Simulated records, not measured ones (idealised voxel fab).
The following is a process module called voxel wiring stack.
Cross-sectional view cut (width: 280 nm; square cell size: 5 nm).
A cross-section is written here as square cells arranged in a grid, and it is given in bands from the top down, each band taking up one or more rows of cells.
Band entry format. Leading values: height of top, height of bottom, nm. Remainder: materials in left-to-right order, each with its width in nm. Special words: "everywhere" on a single material, which then fills the band edge to edge; "air", empty space.
All heights in this document are referenced to 0, defined as the level beneath which the wafer, as received, consists entirely of one material. The lowest band is not bounded below; it extends indefinitely downward and is written in the form "from 0 down".
Width: "30 to 40" (first number = top row, second number = bottom row, same change from row to row of cells).
No cell of the cross-section changed in a step that is given as "left unchanged".
Look at "Sealed internal voids" for the closed voids: empty spaces with no open path to the top, sized 8 cells or up. Each is width x height at distance, distance from the left edge, all nm.
Formally, on a step line, whatever follows the settings is a remark that the simulator itself makes on the step.
overlay nm, on a step with a mask: how far to the right of its planned place the mask lay; to the left if negative

### List of planned process steps
1 RECEIVE (material Si)
2 CONFORMAL_DEP (material SiO2; thk nm 10)
3 CONFORMAL_DEP (material SiN; thk nm 5)
4 DIRECTIONAL_DEP (material lowk; thk nm 20)
5 MASKED_ETCH (tone open; mask id METAL_1; width nm 20; pitch nm 50; etch materials lowk; depth nm 20; overlay nm 0)
6 MASKED_ETCH (tone open; mask id METAL_1; width nm 20; pitch nm 50; etch materials SiN; depth nm 5; overlay nm 0)
7 CONFORMAL_DEP (material TiN; thk nm 5)
8 FILL_DEP (material W; thk nm 10)
9 CMP (height nm 35)
10 CONFORMAL_DEP (material SiCN; thk nm 5)
11 DIRECTIONAL_DEP (material SiO2; thk nm 10)
12 DIRECTIONAL_DEP (material aC; thk nm 15)
13 PATTERN (tone open; mask id PLUG_1; material resist; width nm 15; pitch nm 50; thk nm 35; overlay nm 0)
14 DIRECTIONAL_ETCH (etch materials aC; depth nm 15)
15 STRIP (etch materials resist)
16 DIRECTIONAL_ETCH (etch materials SiO2; depth nm 10)
17 DIRECTIONAL_ETCH (etch materials SiCN; depth nm 5)
18 STRIP (etch materials aC)
19 EPI (material Ru; thk nm 10)
20 EPI (material Ru; thk nm 5)
21 DIRECTIONAL_DEP (material TiN; thk nm 5)
22 DIRECTIONAL_DEP (material Ru; thk nm 25)
23 DIRECTIONAL_DEP (material aC; thk nm 10)
24 PATTERN (tone cover; mask id METAL_2; material resist; width nm 20; pitch nm 50; thk nm 25; overlay nm 0)
25 DIRECTIONAL_ETCH (etch materials aC; depth nm 10)
26 STRIP (etch materials resist)
27 DIRECTIONAL_ETCH (etch materials Ru; depth nm 25)
28 DIRECTIONAL_ETCH (etch materials TiN; depth nm 5)
29 STRIP (etch materials aC)
30 FILL_DEP (material lowk; thk nm 10)
31 CMP (height nm 80)
32 CONFORMAL_DEP (material SiN; thk nm 5)

### This is the cross-section of the wafer as we received it, i.e. after step 1
	from 0 down | Si everywhere
	Sealed internal voids: none

### The cross-section shown corresponds to the wafer at the conclusion of the module. The initial structure and the process plan are those presented above; however, one mistake occurred in executing the plan
	from 85 to 80 | SiN everywhere
	from 80 to 70 | 55 of lowk / 20 of Ru / 30 of lowk / 20 of Ru / 30 of lowk / 20 of Ru / 30 of lowk / 20 of Ru / 55 of lowk
	from 70 to 65 | 55 of lowk / 20 of TiN / 30 of lowk / 20 of TiN / 30 of lowk / 20 of TiN / 30 of lowk / 20 of TiN / 55 of lowk
	from 65 to 40 | Ru everywhere
	from 40 to 35 | SiCN everywhere
	from 35 to 15 | 55 of lowk / 5 of TiN / 10 of W / 5 of TiN / 30 of lowk / 5 of TiN / 10 of W / 5 of TiN / 30 of lowk / 5 of TiN / 10 of W / 5 of TiN / 30 of lowk / 5 of TiN / 10 of W / 5 of TiN / 55 of lowk
	from 15 to 10 | 55 of SiN / 20 of TiN / 30 of SiN / 20 of TiN / 30 of SiN / 20 of TiN / 30 of SiN / 20 of TiN / 55 of SiN
	from 10 to 0 | SiO2 everywhere
	from 0 down | Si everywhere
	Sealed internal voids: none
It is concluded that the wafer was processed incorrectly with respect to the plan, in that step 11 changed vs plan, executed as DIRECTIONAL_DEP (material Ru; thk nm 10)
